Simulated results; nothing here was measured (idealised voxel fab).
The following process module bears the name voxel gate over fins.
This is section cut - it's 235 nm across, gridded in 5 nm square cells.
Each cross-section below is a grid of square cells, stated as bands in top-down order, with one or more rows of cells making up each band. This entry defines a band. It first specifies the height of the band's top and the height of its bottom in nm, and then specifies the band's materials from left to right, stating each material with its width in nm. The word "throughout" identifies a single material that fills the band from edge to edge, while the word "empty" identifies empty space. Convention: height 0 is the level below which the wafer, as received, is all one material. The lowest band does not terminate at the bottom but continues downward, represented as "from 0 down". Graded width ("30 to 40"): value in top row of band = first number; value in bottom row = second number; row-to-row change constant. "no modifications" after a step means that no cell of the cross-section changed. Under "Closed empty spaces" you'll find the enclosed gaps, the ones with no way out to the top, that are 8 cells or bigger; each reads width x height at distance, with distance counted from the left edge, everything in nm. Text after the settings on a step's line: the simulator's own remark on that step. "overlay nm" answers the question of how far to the right of plan the mask lay on a step that has a mask, and when it is negative the answer is to the left.

Planned step list for the process:
- 1: RECEIVE, material Si
- 2: CONFORMAL_DEP, material SiN, thk nm 5
- 3: MASKED_ETCH, tone cover, mask id FINS, width nm 15, pitch nm 50, etch materials SiN, depth nm 5, overlay nm 0
- 4: MASKED_ETCH, tone cover, mask id FINS, width nm 15, pitch nm 50, etch materials Si, depth nm 35, overlay nm 0
- 5: FILL_DEP, material SiO2, thk nm 10
- 6: CMP, height nm 5
- 7: DIRECTIONAL_DEP, material aC, thk nm 10
- 8: PATTERN, tone open, mask id RAIL, material resist, width nm 15, thk nm 30, overlay nm 0
- 9: DIRECTIONAL_ETCH, etch materials aC, depth nm 10
- 10: STRIP, etch materials resist
- 11: DIRECTIONAL_ETCH, etch materials SiO2, depth nm 35
- 12: STRIP, etch materials aC
- 13: CONFORMAL_DEP, material TiN, thk nm 5
- 14: FILL_DEP, material W, thk nm 10
- 15: CMP, height nm 5
- 16: SELECTIVE_ETCH, etch materials W Ru TiN, depth nm 20
- 17: FILL_DEP, material SiO2, thk nm 5
- 18: CMP, height nm 5
- 19: SELECTIVE_ETCH, etch materials SiO2, depth nm 15
- 20: STRIP, etch materials SiN
- 21: CONFORMAL_DEP, material HfO2, thk nm 5
- 22: CONFORMAL_DEP, material TiN, thk nm 5
- 23: CONFORMAL_DEP, material TiAl, thk nm 5
- 24: CONFORMAL_DEP, material TiN, thk nm 5
- 25: FILL_DEP, material W, thk nm 15
- 26: CMP, height nm 30
- 27: CONFORMAL_DEP, material SiCN, thk nm 10

Cross-section of the wafer as it came to us, i.e., already through step 1:
- from 0 down = Si throughout
- Closed empty spaces: none

Wafer cross-section at end of module: start and plan as shown above, one execution error:
- from 40 to 30 = SiCN throughout
- from 30 to 20 = W throughout
- from 20 to 15 = W 15 nm  TiN 205 nm  W 15 nm
- from 15 to 10 = W 15 nm  TiN 5 nm  TiAl 45 nm  TiN 5 nm  TiAl 45 nm  TiN 5 nm  TiAl 45 nm  TiN 5 nm  TiAl 45 nm  TiN 5 nm  W 15 nm
- from 10 to 5 = TiN 20 nm  TiAl 5 nm  TiN 35 nm  TiAl 5 nm  TiN 5 nm  TiAl 5 nm  TiN 35 nm  TiAl 5 nm  TiN 5 nm  TiAl 5 nm  TiN 35 nm  TiAl 5 nm  TiN 5 nm  TiAl 5 nm  TiN 35 nm  TiAl 5 nm  TiN 20 nm
- from 5 to 0 = TiAl 25 nm  TiN 5 nm  HfO2 25 nm  TiN 5 nm  TiAl 15 nm  TiN 5 nm  HfO2 25 nm  TiN 5 nm  TiAl 15 nm  TiN 5 nm  HfO2 25 nm  TiN 5 nm  TiAl 15 nm  TiN 5 nm  HfO2 25 nm  TiN 5 nm  TiAl 25 nm
- from 0 to -5 = TiN 30 nm  HfO2 5 nm  Si 15 nm  HfO2 5 nm  TiN 25 nm  HfO2 5 nm  Si 15 nm  HfO2 5 nm  TiN 25 nm  HfO2 5 nm  Si 15 nm  HfO2 5 nm  TiN 25 nm  HfO2 5 nm  Si 15 nm  HfO2 5 nm  TiN 30 nm
- from -5 to -10 = HfO2 35 nm  Si 15 nm  HfO2 35 nm  Si 15 nm  HfO2 35 nm  Si 15 nm  HfO2 35 nm  Si 15 nm  HfO2 35 nm
- from -10 to -15 = SiO2 35 nm  Si 15 nm  SiO2 35 nm  Si 15 nm  SiO2 35 nm  Si 15 nm  SiO2 35 nm  Si 15 nm  SiO2 35 nm
- from -15 to -25 = SiO2 35 nm  Si 15 nm  SiO2 10 nm  TiN 5 nm  W 5 nm  TiN 5 nm  SiO2 10 nm  Si 15 nm  SiO2 35 nm  Si 15 nm  SiO2 35 nm  Si 15 nm  SiO2 35 nm
- from -25 to -30 = SiO2 35 nm  Si 15 nm  SiO2 10 nm  TiN 15 nm  SiO2 10 nm  Si 15 nm  SiO2 35 nm  Si 15 nm  SiO2 35 nm  Si 15 nm  SiO2 35 nm
- from -30 down = Si throughout
- Closed empty spaces: none
Want to know what went wrong? it should be noted that step 4 was executed with settings other than those planned, the operation and settings actually applied being MASKED_ETCH, tone cover, mask id FINS, width nm 15, pitch nm 50, etch materials Si, depth nm 30, overlay nm 0
